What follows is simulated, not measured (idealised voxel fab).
You're looking at the process module voxel ribs on slabs.
Cross-section cut: width 270 nm, square cells of 5 nm.
A cross-section in this document is a grid of square cells, and it is written down as bands, the top band listed before the ones below it; a band is made up of one or more rows of cells. Top, bottom (nm), then materials left to right with widths (nm); lone material tagged "all across" fills the whole band edge to edge; "blank" = empty space. For the purposes of this specification, 0 denotes the height below which the wafer in its as-received condition is composed wholly of one material, and the lowermost band, lacking a lower limit, extends downward without end, as expressed in "0 nm and below". Think of "30 to 40" as a width that walks from the first number to the second as you go down the band, top row to bottom row, taking equal-sized steps from row to row. Basically "nothing was modified" means that step didn't change any cell in the cross-section. Closed empty spaces (no open way to the top) of 8 cells or more are what "Closed void list" lists, each as width x height at distance from the left edge, nm for all three. Read whatever lies past the settings on a step's line as the simulator's own remark about the step. A step line may carry the setting "overlay nm", which, for steps involving a mask, states the distance by which the mask lay to the right of its intended position; negative values denote displacement to the left.

[These are the steps we planned for the process]
1: RECEIVE | material Si
2: DIRECTIONAL_DEP | material SiO2 | thk nm 30
3: DIRECTIONAL_DEP | material polySi | thk nm 20
4: PATTERN | tone cover | mask id RIB | material resist | width nm 15 | thk nm 15 | overlay nm 0
5: DIRECTIONAL_ETCH | etch materials polySi | depth nm 5
6: STRIP | etch materials resist
7: DIRECTIONAL_DEP | material aC | thk nm 15
8: PATTERN | tone cover | mask id SLAB | material resist | width nm 50 | thk nm 35 | overlay nm 0
9: DIRECTIONAL_ETCH | etch materials aC | depth nm 15
10: STRIP | etch materials resist
11: DIRECTIONAL_ETCH | etch materials polySi | depth nm 15
12: STRIP | etch materials aC
13: FILL_DEP | material SiO2 | thk nm 25
14: CMP | height nm 65
15: DIRECTIONAL_DEP | material TiN | thk nm 5
16: PATTERN | tone cover | mask id HEATER | material resist | width nm 30 | thk nm 15 | overlay nm 0
17: DIRECTIONAL_ETCH | etch materials TiN | depth nm 5
18: STRIP | etch materials resist
19: CONFORMAL_DEP | material SiO2 | thk nm 10
varied across the wafers: width nm of step 4. The plan shows the first wafer's value. All wafers start alike

[Cross-section of the first of several received wafers, showing its state after step 1]
* 0 nm and below = Si all across
* Closed void list: none

[Rows = wafers. At module end, each row lists per material the cells gained (+) or lost (-) since the wafer was received, then the closed voids]
width nm 15; +781 SiO2; +6 TiN; +33 polySi; Closed void list: none
width nm 20; +780 SiO2; +6 TiN; +34 polySi; Closed void list: none
width nm 25; +779 SiO2; +6 TiN; +35 polySi; Closed void list: none
width nm 30; +778 SiO2; +6 TiN; +36 polySi; Closed void list: none
width nm 35; +777 SiO2; +6 TiN; +37 polySi; Closed void list: none
